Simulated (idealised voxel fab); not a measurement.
Documented hereafter: the process module known as voxel released beams.
Cross-sectional view cut (width: 215 nm; square cell size: 5 nm).
Format of a cross-section: grid, square cells. Given as bands. Order: top down. Band: one or more rows of cells.
Band entry format. Leading values: height of top, height of bottom, nm. Remainder: materials in left-to-right order, each with its width in nm. Special words: "everywhere" on a single material, which then fills the band edge to edge; "empty", empty space.
Ref level 0: as-received wafer is one material below here. Bottom band extends down with no lower bound ("0 down").
Think of "30..40" as a width that walks from the first number to the second as you go down the band, top row to bottom row, taking equal-sized steps from row to row.
"nothing got changed" means the step left every cell of the cross-section as it was.
In the "Encapsulated voids" entry, you get each enclosed empty space of 8 cells or more, one with no open way to the top, written width x height at distance, distance from the left edge, in nm.
Formally, on a step line, whatever follows the settings is a remark that the simulator itself makes on the step.
The optional step-line setting "overlay nm" applies to steps with a mask and quantifies how far to the right of its planned location the mask lay, a negative value indicating leftward placement.

Plan:
1 RECEIVE [material Si]
2 CONFORMAL_DEP [material Al2O3] [thk nm 5]
3 DIRECTIONAL_DEP [material SiO2] [thk nm 10]
4 PATTERN [tone open] [mask id ANCHOR] [material resist] [width nm 45] [thk nm 20] [overlay nm 0]
5 DIRECTIONAL_ETCH [etch materials SiO2] [depth nm 10]
6 STRIP [etch materials resist]
7 CONFORMAL_DEP [material W] [thk nm 15]
8 MASKED_ETCH [tone cover] [mask id BEAM] [width nm 130] [etch materials W] [depth nm 15] [overlay nm 0]
9 STRIP [etch materials SiO2]

Delivered wafer in cross-section: state after step 1:
0 down = Si everywhere
Encapsulated voids: none

Cross-section, end of module. Start: as above. Plan: as above. Execution: one mistake:
20 to 10 = empty: 40..45, W: 10..5, empty: 35, W: 85..5, empty: 45..125
10 to 5 = empty: 45, W: 45, empty: 125
5 to 0 = Al2O3 everywhere
0 down = Si everywhere
Encapsulated voids: none
Misprocessing identified: planned and actual differ for step 7; actual: CONFORMAL_DEP [material W] [thk nm 5]
